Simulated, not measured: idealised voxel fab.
This section sets out a process module, namely voxel ribs on slabs.
It is cross-section cut that appears here, measuring 210 nm in width, its square cells being 5 nm in size.
A cross-section in this document is a grid of square cells, and it is written down as bands, the top band listed before the ones below it; a band is made up of one or more rows of cells. Heights first: top, then bottom, in nm. Then materials, left to right, each with a width in nm. "edge to edge" on a single material: fills the band edge to edge. "blank": empty space. Counting heights begins at 0, where everything beneath is, in the wafer as received, one material. The lowest band has no bottom; it goes on downwards, as "0 and below" shows. Note: "30->40" means the width goes from the first number (top row of the band) to the second number (bottom row) in equal steps per row of cells. When a step is marked "no alteration", none of the cells in the cross-section changed during that step. Reported under the label "Closed void catalog" are the empty spaces having no open way to the top and comprising 8 cells or more; the notation for each is width x height at distance, in which the distance is measured from the left edge and all three values are in nm. What comes after the settings on a step's line is commentary from the simulator itself on that step. A step line may carry the setting "overlay nm", which, for steps involving a mask, states the distance by which the mask lay to the right of its intended position; negative values denote displacement to the left.

This section lists the process steps that were planned
| 1 | RECEIVE with material Si |
| 2 | DIRECTIONAL_DEP with material SiO2, thk nm 25 |
| 3 | DIRECTIONAL_DEP with material SiN, thk nm 25 |
| 4 | DIRECTIONAL_DEP with material aC, thk nm 10 |
| 5 | PATTERN with tone cover, mask id RIB, material resist, width nm 15, thk nm 25, overlay nm 0 |
| 6 | DIRECTIONAL_ETCH with etch materials aC, depth nm 10 |
| 7 | STRIP with etch materials resist |
| 8 | DIRECTIONAL_ETCH with etch materials SiN, depth nm 20 |
| 9 | STRIP with etch materials aC |
| 10 | PATTERN with tone cover, mask id SLAB, material resist, width nm 45, thk nm 15, overlay nm 0 |
| 11 | DIRECTIONAL_ETCH with etch materials SiN, depth nm 5 |
| 12 | STRIP with etch materials resist |
| 13 | FILL_DEP with material SiO2, thk nm 20 |
| 14 | CMP with height nm 60 |
| 15 | DIRECTIONAL_DEP with material W, thk nm 10 |
| 16 | MASKED_ETCH with tone cover, mask id HEATER, width nm 15, etch materials W, depth nm 10, overlay nm 0 |
| 17 | CONFORMAL_DEP with material SiO2, thk nm 5 |
Every wafer here starts from the same state; it is the step 16 width nm that distinguishes them, and the value the plan gives belongs to the first wafer.

So this is the first of several wafers, cross-sectioned as it came to us, meaning it's at the end of step 1
    0 and below  Si edge to edge
    Closed void catalog: none

Per wafer (row), end of module: delta in cells per material since receipt, (+) for gained, (-) for lost; closed voids after that
width nm 15 | +21 SiN | +529 SiO2 | +6 W | Closed void catalog: none
width nm 20 | +21 SiN | +529 SiO2 | +8 W | Closed void catalog: none
width nm 25 | +21 SiN | +529 SiO2 | +10 W | Closed void catalog: none
width nm 30 | +21 SiN | +529 SiO2 | +12 W | Closed void catalog: none
width nm 35 | +21 SiN | +529 SiO2 | +14 W | Closed void catalog: none
width nm 40 | +21 SiN | +529 SiO2 | +16 W | Closed void catalog: none
